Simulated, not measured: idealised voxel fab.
Title: Process Module voxel transistor to metal
Shown is cross-section cut, with a width of 200 nm and square cells of size 5 nm.
Cross-section layout: square cells on a grid; listed as bands, top to bottom; a band spans one or more cell rows.
The entry gives the band's vertical extent as a top height and a bottom height in nm, then its horizontal make-up as materials from left to right, each with a width in nm. "air" stands for empty space; a single material marked "full width" fills the band edge to edge.
The reference from which all heights are counted is 0, the level beneath which the as-received wafer is entirely one material; the lowest band, having no lower bound, proceeds downward and is written after the example "from 0 down".
With a width like "30..40", each row of cells in the band differs from the next by the same amount, the top row carrying the first number and the bottom row the second.
When a step is marked "no modification", none of the cells in the cross-section changed during that step.
Basically, "Cavities, sealed" tells you about the enclosed voids: empty spaces with no open way to the top, 8 cells or bigger, each written width x height at distance, where distance is from the left edge, all in nm.
Where a step's line continues beyond its settings, the continuation is a remark by the simulator itself on that step.
overlay nm: on a step with a mask, how far right of its planned place the mask lay; negative means left.
Below you will find pairs of cross-sections. In each, one shows the wafer before one process step and the other after it, with the after view ending at the lowest band that changed. Under each pair is the step separating them, along with its settings. Do not assume the pairs form a chain: they can come from different runs of this module on the same starting wafer, and a pair continues from the pair above it only when its "State before" entry says so.
### State before
    from 145 to 115  55 of resist  15 of air  60 of resist  15 of air  55 of resist
    from 115 to 100  aC full width
    from 100 to 70  SiO2 full width
    from 70 to 65  SiCN full width
    from 65 to 50  55 of SiO2  15 of Ru  60 of SiO2  15 of Ru  55 of SiO2
    from 50 to 45  55 of SiO2  15 of TiN  60 of SiO2  15 of TiN  55 of SiO2
    from 45 to 35  55 of SiO2  5 of TiN  5 of Ru  5 of TiN  60 of SiO2  5 of TiN  5 of Ru  5 of TiN  55 of SiO2
    from 35 to 25  55 of SiO2  5 of TiN  5 of Ru  5 of TiN  10 of SiO2  5 of SiN  5 of SiO2  20 of SiCN  5 of SiO2  5 of SiN  10 of SiO2  5 of TiN  5 of Ru  5 of TiN  55 of SiO2
    from 25 to 15  55 of SiO2  5 of TiN  5 of Ru  5 of TiN  10 of SiO2  5 of SiN  5 of SiO2  20 of polySi  5 of SiO2  5 of SiN  10 of SiO2  5 of TiN  5 of Ru  5 of TiN  55 of SiO2
    from 15 to 10  55 of SiO2  15 of TiN  10 of SiO2  5 of SiN  5 of SiO2  20 of polySi  5 of SiO2  5 of SiN  10 of SiO2  15 of TiN  55 of SiO2
    from 10 to 5  55 of SiO2  10 of TiN  15 of nSi  5 of SiN  5 of SiO2  20 of polySi  5 of SiO2  5 of SiN  15 of nSi  10 of TiN  55 of SiO2
    from 5 to 0  50 of SiO2  5 of SiN  10 of TiN  15 of nSi  5 of SiN  5 of SiO2  20 of polySi  5 of SiO2  5 of SiN  15 of nSi  10 of TiN  10 of SiO2  5 of SiN  40 of SiO2
    from 0 to -5  55 of SiO2  10 of TiN  15 of nSi  40 of SiO2  15 of nSi  10 of TiN  55 of SiO2
    from -5 to -20  55 of SiO2  25 of nSi  40 of Si  35 of nSi  45 of SiO2
    from -20 to -35  55 of SiO2  100 of Si  45 of SiO2
    from -35 down  Si full width
    Cavities, sealed: none
### Sectional View, Post-Process
    from 130 to 115  55 of resist  15 of air  60 of resist  15 of air  55 of resist
    from 115 to 100  55 of aC  15 of air  60 of aC  15 of air  55 of aC
    Whatever lies below 100 is exactly as it was before.
    Cavities, sealed: none
Connecting step for the cross-sections above: op DIRECTIONAL_ETCH | etch materials aC | depth nm 15
State before: Reference is made to the cross-section shown after the step in the pair directly above, which represents the state prior to this step.
### Sectional View, Post-Process
    from 115 to 100  55 of aC  15 of air  60 of aC  15 of air  55 of aC
    Whatever lies below 100 is exactly as it was before.
    Cavities, sealed: none
Connecting step for the cross-sections above: op STRIP | etch materials resist
State before: Reference is made to the cross-section shown after the step in the pair directly above, which represents the state prior to this step.
### Sectional View, Post-Process
    from 115 to 100  55 of aC  15 of air  60 of aC  15 of air  55 of aC
    from 100 to 80  55 of SiO2  15 of air  60 of SiO2  15 of air  55 of SiO2
    Whatever lies below 80 is exactly as it was before.
    Cavities, sealed: none
Connecting step for the cross-sections above: op DIRECTIONAL_ETCH | etch materials SiO2 | depth nm 20
State before: Reference is made to the cross-section shown after the step in the pair directly above, which represents the state prior to this step.
### Sectional View, Post-Process
    from 100 to 80  55 of SiO2  15 of air  60 of SiO2  15 of air  55 of SiO2
    Whatever lies below 80 is exactly as it was before.
    Cavities, sealed: none
Connecting step for the cross-sections above: op STRIP | etch materials aC
State before: Reference is made to the cross-section shown after the step in the pair directly above, which represents the state prior to this step.
### Sectional View, Post-Process
    from 120 to 100  55 of resist  15 of air  60 of resist  15 of air  55 of resist
    Whatever lies below 100 is exactly as it was before.
    Cavities, sealed: none
Connecting step for the cross-sections above: op PATTERN | tone open | mask id METAL_2_HOLES | material resist | width nm 15 | pitch nm 75 | thk nm 20 | overlay nm 0
State before: Reference is made to the cross-section shown after the step in the pair directly above, which represents the state prior to this step.
### Sectional View, Post-Process
    from 120 to 100  55 of resist  15 of air  60 of resist  15 of air  55 of resist
    from 100 to 70  55 of SiO2  15 of air  60 of SiO2  15 of air  55 of SiO2
    Whatever lies below 70 is exactly as it was before.
    Cavities, sealed: none
Connecting step for the cross-sections above: op DIRECTIONAL_ETCH | etch materials SiO2 | depth nm 10
State before: Reference is made to the cross-section shown after the step in the pair directly above, which represents the state prior to this step.
### Sectional View, Post-Process
    from 120 to 100  55 of resist  15 of air  60 of resist  15 of air  55 of resist
    from 100 to 70  55 of SiO2  15 of air  60 of SiO2  15 of air  55 of SiO2
    from 70 to 65  55 of SiCN  15 of air  60 of SiCN  15 of air  55 of SiCN
    Whatever lies below 65 is exactly as it was before.
    Cavities, sealed: none
Connecting step for the cross-sections above: op DIRECTIONAL_ETCH | etch materials SiCN | depth nm 5
State before: Reference is made to the cross-section shown after the step in the pair directly above, which represents the state prior to this step.
### Sectional View, Post-Process
    from 100 to 70  55 of SiO2  15 of air  60 of SiO2  15 of air  55 of SiO2
    Whatever lies below 70 is exactly as it was before.
    Cavities, sealed: none
Connecting step for the cross-sections above: op STRIP | etch materials resist
State before: Reference is made to the cross-section shown after the step in the pair directly above, which represents the state prior to this step.
### Sectional View, Post-Process
    from 105 to 100  60 of TiN  5 of air  70 of TiN  5 of air  60 of TiN
    from 100 to 70  55 of SiO2  5 of TiN  5 of air  5 of TiN  60 of SiO2  5 of TiN  5 of air  5 of TiN  55 of SiO2
    from 70 to 65  55 of SiCN  15 of TiN  60 of SiCN  15 of TiN  55 of SiCN
    Whatever lies below 65 is exactly as it was before.
    Cavities, sealed: none
Connecting step for the cross-sections above: op CONFORMAL_DEP | material TiN | thk nm 5
State before: Reference is made to the cross-section shown after the step in the pair directly above, which represents the state prior to this step.
### Sectional View, Post-Process
    from 110 to 105  Cu full width
    from 105 to 100  60 of TiN  5 of Cu  70 of TiN  5 of Cu  60 of TiN
    from 100 to 70  55 of SiO2  5 of TiN  5 of Cu  5 of TiN  60 of SiO2  5 of TiN  5 of Cu  5 of TiN  55 of SiO2
    Whatever lies below 70 is exactly as it was before.
    Cavities, sealed: none
Connecting step for the cross-sections above: op FILL_DEP | material Cu | thk nm 5
State before: Reference is made to the cross-section shown after the step in the pair directly above, which represents the state prior to this step.
### Sectional View, Post-Process
    from 100 to 70  55 of SiO2  5 of TiN  5 of Cu  5 of TiN  60 of SiO2  5 of TiN  5 of Cu  5 of TiN  55 of SiO2
    Whatever lies below 70 is exactly as it was before.
    Cavities, sealed: none
Connecting step for the cross-sections above: op CMP | height nm 100
State before: Reference is made to the cross-section shown after the step in the pair directly above, which represents the state prior to this step.
### Sectional View, Post-Process
    from 105 to 100  SiN full width
    Whatever lies below 100 is exactly as it was before.
    Cavities, sealed: none
Connecting step for the cross-sections above: op CONFORMAL_DEP | material SiN | thk nm 5
### State before
    from 45 to 35  55 of SiO2  5 of TiN  5 of Ru  5 of TiN  60 of SiO2  5 of TiN  5 of Ru  5 of TiN  55 of SiO2
    from 35 to 25  55 of SiO2  5 of TiN  5 of Ru  5 of TiN  10 of SiO2  5 of SiN  5 of SiO2  20 of SiCN  5 of SiO2  5 of SiN  10 of SiO2  5 of TiN  5 of Ru  5 of TiN  55 of SiO2
    from 25 to 15  55 of SiO2  5 of TiN  5 of Ru  5 of TiN  10 of SiO2  5 of SiN  5 of SiO2  20 of polySi  5 of SiO2  5 of SiN  10 of SiO2  5 of TiN  5 of Ru  5 of TiN  55 of SiO2
    from 15 to 10  55 of SiO2  15 of TiN  10 of SiO2  5 of SiN  5 of SiO2  20 of polySi  5 of SiO2  5 of SiN  10 of SiO2  15 of TiN  55 of SiO2
    from 10 to 5  55 of SiO2  10 of TiN  15 of nSi  5 of SiN  5 of SiO2  20 of polySi  5 of SiO2  5 of SiN  15 of nSi  10 of TiN  55 of SiO2
    from 5 to 0  45 of SiO2  5 of SiN  5 of SiO2  10 of TiN  15 of nSi  5 of SiN  5 of SiO2  20 of polySi  5 of SiO2  5 of SiN  15 of nSi  10 of TiN  5 of SiO2  5 of SiN  45 of SiO2
    from 0 to -5  55 of SiO2  10 of TiN  15 of nSi  40 of SiO2  15 of nSi  10 of TiN  55 of SiO2
    from -5 to -20  50 of SiO2  30 of nSi  40 of Si  30 of nSi  50 of SiO2
    from -20 to -35  50 of SiO2  100 of Si  50 of SiO2
    from -35 down  Si full width
    Cavities, sealed: none
### Sectional View, Post-Process
    from 50 to 45  Cu full width
    Whatever lies below 45 is exactly as it was before.
    Cavities, sealed: none
Connecting step for the cross-sections above: op DIRECTIONAL_DEP | material Cu | thk nm 5
State before: Reference is made to the cross-section shown after the step in the pair directly above, which represents the state prior to this step.
### Sectional View, Post-Process
    from 65 to 50  Ru full width
    Whatever lies below 50 is exactly as it was before.
    Cavities, sealed: none
Connecting step for the cross-sections above: op DIRECTIONAL_DEP | material Ru | thk nm 15
State before: Reference is made to the cross-section shown after the step in the pair directly above, which represents the state prior to this step.
### Sectional View, Post-Process
    from 75 to 65  aC full width
    Whatever lies below 65 is exactly as it was before.
    Cavities, sealed: none
Connecting step for the cross-sections above: op DIRECTIONAL_DEP | material aC | thk nm 10
State before: Reference is made to the cross-section shown after the step in the pair directly above, which represents the state prior to this step.
### Sectional View, Post-Process
    from 105 to 75  55 of air  15 of resist  60 of air  15 of resist  55 of air
    Whatever lies below 75 is exactly as it was before.
    Cavities, sealed: none
Connecting step for the cross-sections above: op PATTERN | tone cover | mask id METAL_1 | material resist | width nm 15 | pitch nm 75 | thk nm 30 | overlay nm 0
State before: Reference is made to the cross-section shown after the step in the pair directly above, which represents the state prior to this step.
### Sectional View, Post-Process
    from 95 to 75  55 of air  15 of resist  60 of air  15 of resist  55 of air
    from 75 to 65  55 of air  15 of aC  60 of air  15 of aC  55 of air
    Whatever lies below 65 is exactly as it was before.
    Cavities, sealed: none
Connecting step for the cross-sections above: op DIRECTIONAL_ETCH | etch materials aC | depth nm 10
State before: Reference is made to the cross-section shown after the step in the pair directly above, which represents the state prior to this step.
### Sectional View, Post-Process
    from 75 to 65  55 of air  15 of aC  60 of air  15 of aC  55 of air
    Whatever lies below 65 is exactly as it was before.
    Cavities, sealed: none
Connecting step for the cross-sections above: op STRIP | etch materials resist
State before: Reference is made to the cross-section shown after the step in the pair directly above, which represents the state prior to this step.
### Sectional View, Post-Process
    from 75 to 65  55 of air  15 of aC  60 of air  15 of aC  55 of air
    from 65 to 50  55 of air  15 of Ru  60 of air  15 of Ru  55 of air
    Whatever lies below 50 is exactly as it was before.
    Cavities, sealed: none
Connecting step for the cross-sections above: op DIRECTIONAL_ETCH | etch materials Ru | depth nm 15
State before: Reference is made to the cross-section shown after the step in the pair directly above, which represents the state prior to this step.
### Sectional View, Post-Process
    from 65 to 50  55 of air  15 of Ru  60 of air  15 of Ru  55 of air
    Whatever lies below 50 is exactly as it was before.
    Cavities, sealed: none
Connecting step for the cross-sections above: op STRIP | etch materials aC
State before: Reference is made to the cross-section shown after the step in the pair directly above, which represents the state prior to this step.
### Sectional View, Post-Process
    from 75 to 65  SiO2 full width
    from 65 to 50  55 of SiO2  15 of Ru  60 of SiO2  15 of Ru  55 of SiO2
    Whatever lies below 50 is exactly as it was before.
    Cavities, sealed: none
Connecting step for the cross-sections above: op FILL_DEP | material SiO2 | thk nm 10
State before: Reference is made to the cross-section shown after the step in the pair directly above, which represents the state prior to this step.
### Sectional View, Post-Process
    from 65 to 50  55 of SiO2  15 of Ru  60 of SiO2  15 of Ru  55 of SiO2
    Whatever lies below 50 is exactly as it was before.
    Cavities, sealed: none
Connecting step for the cross-sections above: op CMP | height nm 65
State before: Reference is made to the cross-section shown after the step in the pair directly above, which represents the state prior to this step.
### Sectional View, Post-Process
    from 70 to 65  SiCN full width
    Whatever lies below 65 is exactly as it was before.
    Cavities, sealed: none
Connecting step for the cross-sections above: op CONFORMAL_DEP | material SiCN | thk nm 5
State before: Reference is made to the cross-section shown after the step in the pair directly above, which represents the state prior to this step.
### Sectional View, Post-Process
    from 100 to 70  SiO2 full width
    Whatever lies below 70 is exactly as it was before.
    Cavities, sealed: none
Connecting step for the cross-sections above: op DIRECTIONAL_DEP | material SiO2 | thk nm 30
State before: Reference is made to the cross-section shown after the step in the pair directly above, which represents the state prior to this step.
### Sectional View, Post-Process
    from 115 to 100  aC full width
    Whatever lies below 100 is exactly as it was before.
    Cavities, sealed: none
Connecting step for the cross-sections above: op DIRECTIONAL_DEP | material aC | thk nm 15
State before: Reference is made to the cross-section shown after the step in the pair directly above, which represents the state prior to this step.
### Sectional View, Post-Process
    from 145 to 115  55 of resist  15 of air  60 of resist  15 of air  55 of resist
    Whatever lies below 115 is exactly as it was before.
    Cavities, sealed: none
Connecting step for the cross-sections above: op PATTERN | tone open | mask id METAL_2 | material resist | width nm 15 | pitch nm 75 | thk nm 30 | overlay nm 0
State before: Reference is made to the cross-section shown after the step in the pair directly above, which represents the state prior to this step.
### Sectional View, Post-Process
    from 130 to 115  55 of resist  15 of air  60 of resist  15 of air  55 of resist
    from 115 to 100  55 of aC  15 of air  60 of aC  15 of air  55 of aC
    Whatever lies below 100 is exactly as it was before.
    Cavities, sealed: none
Connecting step for the cross-sections above: op DIRECTIONAL_ETCH | etch materials aC | depth nm 15
State before: Reference is made to the cross-section shown after the step in the pair directly above, which represents the state prior to this step.
### Sectional View, Post-Process
    from 115 to 100  55 of aC  15 of air  60 of aC  15 of air  55 of aC
    Whatever lies below 100 is exactly as it was before.
    Cavities, sealed: none
Connecting step for the cross-sections above: op STRIP | etch materials resist
State before: Reference is made to the cross-section shown after the step in the pair directly above, which represents the state prior to this step.
### Sectional View, Post-Process
    from 115 to 100  55 of aC  15 of air  60 of aC  15 of air  55 of aC
    from 100 to 80  55 of SiO2  15 of air  60 of SiO2  15 of air  55 of SiO2
    Whatever lies below 80 is exactly as it was before.
    Cavities, sealed: none
Connecting step for the cross-sections above: op DIRECTIONAL_ETCH | etch materials SiO2 | depth nm 20
State before: Reference is made to the cross-section shown after the step in the pair directly above, which represents the state prior to this step.
### Sectional View, Post-Process
    from 100 to 80  55 of SiO2  15 of air  60 of SiO2  15 of air  55 of SiO2
    Whatever lies below 80 is exactly as it was before.
    Cavities, sealed: none
Connecting step for the cross-sections above: op STRIP | etch materials aC
State before: Reference is made to the cross-section shown after the step in the pair directly above, which represents the state prior to this step.
### Sectional View, Post-Process
    from 120 to 100  55 of resist  15 of air  60 of resist  15 of air  55 of resist
    Whatever lies below 100 is exactly as it was before.
    Cavities, sealed: none
Connecting step for the cross-sections above: op PATTERN | tone open | mask id METAL_2_HOLES | material resist | width nm 15 | pitch nm 75 | thk nm 20 | overlay nm 0
State before: Reference is made to the cross-section shown after the step in the pair directly above, which represents the state prior to this step.
### Sectional View, Post-Process
    from 120 to 100  55 of resist  15 of air  60 of resist  15 of air  55 of resist
    from 100 to 70  55 of SiO2  15 of air  60 of SiO2  15 of air  55 of SiO2
    Whatever lies below 70 is exactly as it was before.
    Cavities, sealed: none
Connecting step for the cross-sections above: op DIRECTIONAL_ETCH | etch materials SiO2 | depth nm 10
State before: Reference is made to the cross-section shown after the step in the pair directly above, which represents the state prior to this step.
### Sectional View, Post-Process
    from 120 to 100  55 of resist  15 of air  60 of resist  15 of air  55 of resist
    from 100 to 70  55 of SiO2  15 of air  60 of SiO2  15 of air  55 of SiO2
    from 70 to 65  55 of SiCN  15 of air  60 of SiCN  15 of air  55 of SiCN
    Whatever lies below 65 is exactly as it was before.
    Cavities, sealed: none
Connecting step for the cross-sections above: op DIRECTIONAL_ETCH | etch materials SiCN | depth nm 5
State before: Reference is made to the cross-section shown after the step in the pair directly above, which represents the state prior to this step.
### Sectional View, Post-Process
    from 100 to 70  55 of SiO2  15 of air  60 of SiO2  15 of air  55 of SiO2
    Whatever lies below 70 is exactly as it was before.
    Cavities, sealed: none
Connecting step for the cross-sections above: op STRIP | etch materials resist
State before: Reference is made to the cross-section shown after the step in the pair directly above, which represents the state prior to this step.
### Sectional View, Post-Process
    from 105 to 100  60 of TiN  5 of air  70 of TiN  5 of air  60 of TiN
    from 100 to 70  55 of SiO2  5 of TiN  5 of air  5 of TiN  60 of SiO2  5 of TiN  5 of air  5 of TiN  55 of SiO2
    from 70 to 65  55 of SiCN  15 of TiN  60 of SiCN  15 of TiN  55 of SiCN
    Whatever lies below 65 is exactly as it was before.
    Cavities, sealed: none
Connecting step for the cross-sections above: op CONFORMAL_DEP | material TiN | thk nm 5
State before: Reference is made to the cross-section shown after the step in the pair directly above, which represents the state prior to this step.
### Sectional View, Post-Process
    from 110 to 105  Cu full width
    from 105 to 100  60 of TiN  5 of Cu  70 of TiN  5 of Cu  60 of TiN
    from 100 to 70  55 of SiO2  5 of TiN  5 of Cu  5 of TiN  60 of SiO2  5 of TiN  5 of Cu  5 of TiN  55 of SiO2
    Whatever lies below 70 is exactly as it was before.
    Cavities, sealed: none
Connecting step for the cross-sections above: op FILL_DEP | material Cu | thk nm 5
State before: Reference is made to the cross-section shown after the step in the pair directly above, which represents the state prior to this step.
### Sectional View, Post-Process
    from 100 to 70  55 of SiO2  5 of TiN  5 of Cu  5 of TiN  60 of SiO2  5 of TiN  5 of Cu  5 of TiN  55 of SiO2
    Whatever lies below 70 is exactly as it was before.
    Cavities, sealed: none
Connecting step for the cross-sections above: op CMP | height nm 100
State before: Reference is made to the cross-section shown after the step in the pair directly above, which represents the state prior to this step.
### Sectional View, Post-Process
    from 105 to 100  SiN full width
    Whatever lies below 100 is exactly as it was before.
    Cavities, sealed: none
Connecting step for the cross-sections above: op CONFORMAL_DEP | material SiN | thk nm 5
### State before
    from 100 to 80  55 of SiO2  15 of air  60 of SiO2  15 of air  55 of SiO2
    from 80 to 70  SiO2 full width
    from 70 to 65  SiCN full width
    from 65 to 50  55 of SiO2  15 of Ru  60 of SiO2  15 of Ru  55 of SiO2
    from 50 to 45  55 of SiO2  15 of TiN  60 of SiO2  15 of TiN  55 of SiO2
    from 45 to 35  55 of SiO2  5 of TiN  5 of Ru  5 of TiN  60 of SiO2  5 of TiN  5 of Ru  5 of TiN  55 of SiO2
    from 35 to 25  55 of SiO2  5 of TiN  5 of Ru  5 of TiN  10 of SiO2  5 of SiN  5 of SiO2  20 of SiCN  5 of SiO2  5 of SiN  10 of SiO2  5 of TiN  5 of Ru  5 of TiN  55 of SiO2
    from 25 to 15  55 of SiO2  5 of TiN  5 of Ru  5 of TiN  10 of SiO2  5 of SiN  5 of SiO2  20 of polySi  5 of SiO2  5 of SiN  10 of SiO2  5 of TiN  5 of Ru  5 of TiN  55 of SiO2
    from 15 to 10  55 of SiO2  15 of TiN  10 of SiO2  5 of SiN  5 of SiO2  20 of polySi  5 of SiO2  5 of SiN  10 of SiO2  15 of TiN  55 of SiO2
    from 10 to 5  55 of SiO2  10 of TiN  15 of nSi  5 of SiN  5 of SiO2  20 of polySi  5 of SiO2  5 of SiN  15 of nSi  10 of TiN  55 of SiO2
    from 5 to 0  45 of SiO2  5 of SiN  5 of SiO2  10 of TiN  15 of nSi  5 of SiN  5 of SiO2  20 of polySi  5 of SiO2  5 of SiN  15 of nSi  10 of TiN  5 of SiO2  5 of SiN  45 of SiO2
    from 0 to -5  55 of SiO2  10 of TiN  15 of nSi  40 of SiO2  15 of nSi  10 of TiN  55 of SiO2
    from -5 to -20  50 of SiO2  30 of nSi  40 of Si  30 of nSi  50 of SiO2
    from -20 to -35  50 of SiO2  100 of Si  50 of SiO2
    from -35 down  Si full width
    Cavities, sealed: none
### Sectional View, Post-Process
    from 120 to 100  55 of air  15 of resist  60 of air  15 of resist  55 of air
    from 100 to 80  55 of SiO2  15 of resist  60 of SiO2  15 of resist  55 of SiO2
    Whatever lies below 80 is exactly as it was before.
    Cavities, sealed: none
Connecting step for the cross-sections above: op PATTERN | tone cover | mask id METAL_2_HOLES | material resist | width nm 15 | pitch nm 75 | thk nm 20 | overlay nm 0
State before: Reference is made to the cross-section shown after the step in the pair directly above, which represents the state prior to this step.
### Sectional View, Post-Process
    from 120 to 90  55 of air  15 of resist  60 of air  15 of resist  55 of air
    Whatever lies below 90 is exactly as it was before.
    Cavities, sealed: none
Connecting step for the cross-sections above: op DIRECTIONAL_ETCH | etch materials SiO2 | depth nm 10
State before: Reference is made to the cross-section shown after the step in the pair directly above, which represents the state prior to this step.
### Sectional View, Post-Process
    from 90 to 80  55 of SiO2  15 of air  60 of SiO2  15 of air  55 of SiO2
    Whatever lies below 80 is exactly as it was before.
    Cavities, sealed: none
Connecting step for the cross-sections above: op STRIP | etch materials resist
State before: Reference is made to the cross-section shown after the step in the pair directly above, which represents the state prior to this step.
### Sectional View, Post-Process
    from 95 to 90  60 of TiN  5 of air  70 of TiN  5 of air  60 of TiN
    from 90 to 85  55 of SiO2  5 of TiN  5 of air  5 of TiN  60 of SiO2  5 of TiN  5 of air  5 of TiN  55 of SiO2
    from 85 to 80  55 of SiO2  15 of TiN  60 of SiO2  15 of TiN  55 of SiO2
    Whatever lies below 80 is exactly as it was before.
    Cavities, sealed: none
Connecting step for the cross-sections above: op CONFORMAL_DEP | material TiN | thk nm 5
State before: Reference is made to the cross-section shown after the step in the pair directly above, which represents the state prior to this step.
### Sectional View, Post-Process
    from 100 to 95  Cu full width
    from 95 to 90  60 of TiN  5 of Cu  70 of TiN  5 of Cu  60 of TiN
    from 90 to 85  55 of SiO2  5 of TiN  5 of Cu  5 of TiN  60 of SiO2  5 of TiN  5 of Cu  5 of TiN  55 of SiO2
    Whatever lies below 85 is exactly as it was before.
    Cavities, sealed: none
Connecting step for the cross-sections above: op FILL_DEP | material Cu | thk nm 5
State before: Reference is made to the cross-section shown after the step in the pair directly above, which represents the state prior to this step.
### Sectional View, Post-Process
    from 105 to 100  SiN full width
    Whatever lies below 100 is exactly as it was before.
    Cavities, sealed: none
Connecting step for the cross-sections above: op CONFORMAL_DEP | material SiN | thk nm 5
